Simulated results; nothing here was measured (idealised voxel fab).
Process module, titled voxel self aligned contacts
For reference, the cross-section in this document is cut, with width 230 nm and square cells of 5 nm.
Notation: cross-section as square-cell grid; stated in bands, top first, going down; one or more cell rows per band.
Heights first: top, then bottom, in nm. Then materials, left to right, each with a width in nm. "full width" on a single material: fills the band edge to edge. "blank": empty space.
Measure heights from 0. That's the level where, below it, the as-received wafer is all one material. The lowest band is bottomless and extends downward; write it as in "from 0 down".
Top row gets the first number, bottom row gets the second, and each row in between changes by the same step: that is how a band width like "30->40" works.
Take "remained the same" at face value: in the step it is given for, the cross-section changed in none of its cells.
In "Enclosed cavity list" the enclosed voids are listed, meaning empty spaces of 8 cells or larger without any opening to the top. The form is width x height at distance, distance from the left edge, units nm.
What comes after the settings on a step's line is commentary from the simulator itself on that step.
Each step line may optionally specify "overlay nm", which for a step with a mask gives the rightward distance between the mask's planned place and where it lay, a negative value indicating the leftward direction.

# The process steps that were planned are listed below
| 1 | RECEIVE,material Si |
| 2 | CONFORMAL_DEP,material SiO2,thk nm 5 |
| 3 | DIRECTIONAL_DEP,material polySi,thk nm 25 |
| 4 | DIRECTIONAL_DEP,material SiN,thk nm 15 |
| 5 | DIRECTIONAL_DEP,material aC,thk nm 10 |
| 6 | PATTERN,tone cover,mask id GATE,material resist,width nm 35,pitch nm 60,thk nm 25,overlay nm 0 |
| 7 | DIRECTIONAL_ETCH,etch materials aC,depth nm 10 |
| 8 | STRIP,etch materials resist |
| 9 | DIRECTIONAL_ETCH,etch materials SiN,depth nm 15 |
| 10 | DIRECTIONAL_ETCH,etch materials polySi,depth nm 25 |
| 11 | STRIP,etch materials aC |
| 12 | CONFORMAL_DEP,material SiN,thk nm 5 |
| 13 | DIRECTIONAL_ETCH,etch materials SiN,depth nm 5 |
| 14 | FILL_DEP,material SiO2,thk nm 20 |
| 15 | CMP,height nm 55 |
| 16 | PATTERN,tone open,mask id CONTACT,material resist,width nm 35,pitch nm 60,thk nm 15,overlay nm 0 |
| 17 | DIRECTIONAL_ETCH,etch materials SiO2,depth nm 55 |
| 18 | STRIP,etch materials resist |
| 19 | CONFORMAL_DEP,material TiN,thk nm 5 |
| 20 | FILL_DEP,material Ru,thk nm 5 |
| 21 | CMP,height nm 55 |
| 22 | CONFORMAL_DEP,material SiN,thk nm 5 |
The wafers are alike at the start. At step 12, their thk nm differs. The plan lists the first wafer's value.

# The as-received cross-section of the first of several wafers corresponds to the state after step 1
- from 0 down | Si full width
- Enclosed cavity list: none

# each wafer at the end: cells of each material gained (+) or lost (-) since it was received, then its closed voids
thk nm 5 | +28 Ru | +157 SiN | +208 SiO2 | +54 TiN | +105 polySi | Enclosed cavity list: none
thk nm 10 | +251 SiN | +166 SiO2 | +30 TiN | +105 polySi | Enclosed cavity list: none
thk nm 15 | +329 SiN | +118 SiO2 | +105 polySi | Enclosed cavity list: none
thk nm 20 | +352 SiN | +95 SiO2 | +105 polySi | Enclosed cavity list: none
